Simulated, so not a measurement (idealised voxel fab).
Presented below is a process module, voxel air gaps.
Cross-sectional view cut (width: 155 nm; square cell size: 5 nm).
Bands, listed from the top down, are how a cross-section gets written in this document; the cross-section itself is a grid of square cells, and a band is one or more rows of them. Band: top and bottom heights (nm) first, top before bottom; then materials from left to right, widths in nm. "everywhere" marks a sole material filling the band edge to edge. "air" denotes empty space. Height is counted from the level 0, under which the received wafer is composed throughout of one material. The lowest of the bands is not closed at the bottom but continues downward, in the notation "0 and below". Width "30->40": first value at the band's top row of cells, second value at its bottom row, equal change from row to row. No cell of the cross-section changed in a step that is given as "remained unchanged". Look at "Closed cavities" for the closed voids: empty spaces with no open path to the top, sized 8 cells or up. Each is width x height at distance, distance from the left edge, all nm. Where a step's line continues beyond its settings, the continuation is a remark by the simulator itself on that step. Regarding "overlay nm": on a step with a mask, it is the distance the mask lay to the right of its planned place; a negative value places it to the left.
Steps in the process plan:
1) RECEIVE, material Si
2) CONFORMAL_DEP, material SiO2, thk nm 15
3) CONFORMAL_DEP, material SiCN, thk nm 5
4) DIRECTIONAL_DEP, material lowk, thk nm 40
5) PATTERN, tone open, mask id LINES, material resist, width nm 15, pitch nm 40, thk nm 20, overlay nm -15
6) DIRECTIONAL_ETCH, etch materials lowk, depth nm 40
7) STRIP, etch materials resist
8) CONFORMAL_DEP, material TiN, thk nm 5
9) FILL_DEP, material W, thk nm 10
10) CMP, height nm 60
11) EPI, material Ru, thk nm 10
12) SELECTIVE_ETCH, etch materials lowk, depth nm 50
13) CONFORMAL_DEP, material SiCN, thk nm 5
What sets these wafers apart? The overlay nm at step 5. They all start alike, and the plan carries the first wafer's value.
Cross-sectional view of the first of several wafers in the as-received condition, corresponding to the state following step 1:
	0 and below: Si everywhere
	Closed cavities: none
Quick look at the cross-section of the first of several wafers after step 13, which wraps up the module:
	75 down to 70: SiCN=125 / air=30
	70 down to 60: SiCN=5 / Ru=35 / SiCN=5 / Ru=35 / SiCN=5 / Ru=35 / SiCN=5 / air=30
	60 down to 55: SiCN=15 / TiN=5 / W=5 / TiN=5 / SiCN=25 / TiN=5 / W=5 / TiN=5 / SiCN=25 / TiN=5 / W=5 / TiN=5 / SiCN=15 / air=30
	55 down to 25: air=10 / SiCN=5 / TiN=5 / W=5 / TiN=5 / SiCN=5 / air=15 / SiCN=5 / TiN=5 / W=5 / TiN=5 / SiCN=5 / air=15 / SiCN=5 / TiN=5 / W=5 / TiN=5 / SiCN=5 / air=40
	25 down to 20: SiCN=15 / TiN=15 / SiCN=25 / TiN=15 / SiCN=25 / TiN=15 / SiCN=45
	20 down to 15: SiCN everywhere
	15 down to 0: SiO2 everywhere
	0 and below: Si everywhere
	Closed cavities: 10 x 30 at 0; 15 x 30 at 35; 15 x 30 at 75
Last wafer, end of module, cross-section:
	75 down to 70: air=30 / SiCN=125
	70 down to 60: air=30 / SiCN=5 / Ru=35 / SiCN=5 / Ru=35 / SiCN=5 / Ru=35 / SiCN=5
	60 down to 55: air=30 / SiCN=15 / TiN=5 / W=5 / TiN=5 / SiCN=25 / TiN=5 / W=5 / TiN=5 / SiCN=25 / TiN=5 / W=5 / TiN=5 / SiCN=15
	55 down to 25: air=40 / SiCN=5 / TiN=5 / W=5 / TiN=5 / SiCN=5 / air=15 / SiCN=5 / TiN=5 / W=5 / TiN=5 / SiCN=5 / air=15 / SiCN=5 / TiN=5 / W=5 / TiN=5 / SiCN=5 / air=10
	25 down to 20: SiCN=45 / TiN=15 / SiCN=25 / TiN=15 / SiCN=25 / TiN=15 / SiCN=15
	20 down to 15: SiCN everywhere
	15 down to 0: SiO2 everywhere
	0 and below: Si everywhere
	Closed cavities: 15 x 30 at 65; 15 x 30 at 105; 10 x 30 at 145
Quick key for the table: a row per wafer, taken at the end of the module. For each material it tells you how many cells the wafer gained (+) or lost (-) since it came in, and the closed voids come after:
overlay nm -15; +42 Ru; +138 SiCN; +93 SiO2; +51 TiN; +21 W; Closed cavities: 10 x 30 at 0; 15 x 30 at 35; 15 x 30 at 75
overlay nm -10; +42 Ru; +138 SiCN; +93 SiO2; +51 TiN; +21 W; Closed cavities: 15 x 30 at 40; 15 x 30 at 80
overlay nm -5; +42 Ru; +138 SiCN; +93 SiO2; +51 TiN; +21 W; Closed cavities: 15 x 30 at 45; 15 x 30 at 85
overlay nm 0; +42 Ru; +138 SiCN; +93 SiO2; +51 TiN; +21 W; Closed cavities: 15 x 30 at 50; 15 x 30 at 90
overlay nm 5; +42 Ru; +138 SiCN; +93 SiO2; +51 TiN; +21 W; Closed cavities: 15 x 30 at 55; 15 x 30 at 95
overlay nm 10; +42 Ru; +138 SiCN; +93 SiO2; +51 TiN; +21 W; Closed cavities: 15 x 30 at 60; 15 x 30 at 100
overlay nm 15; +42 Ru; +138 SiCN; +93 SiO2; +51 TiN; +21 W; Closed cavities: 15 x 30 at 65; 15 x 30 at 105; 10 x 30 at 145
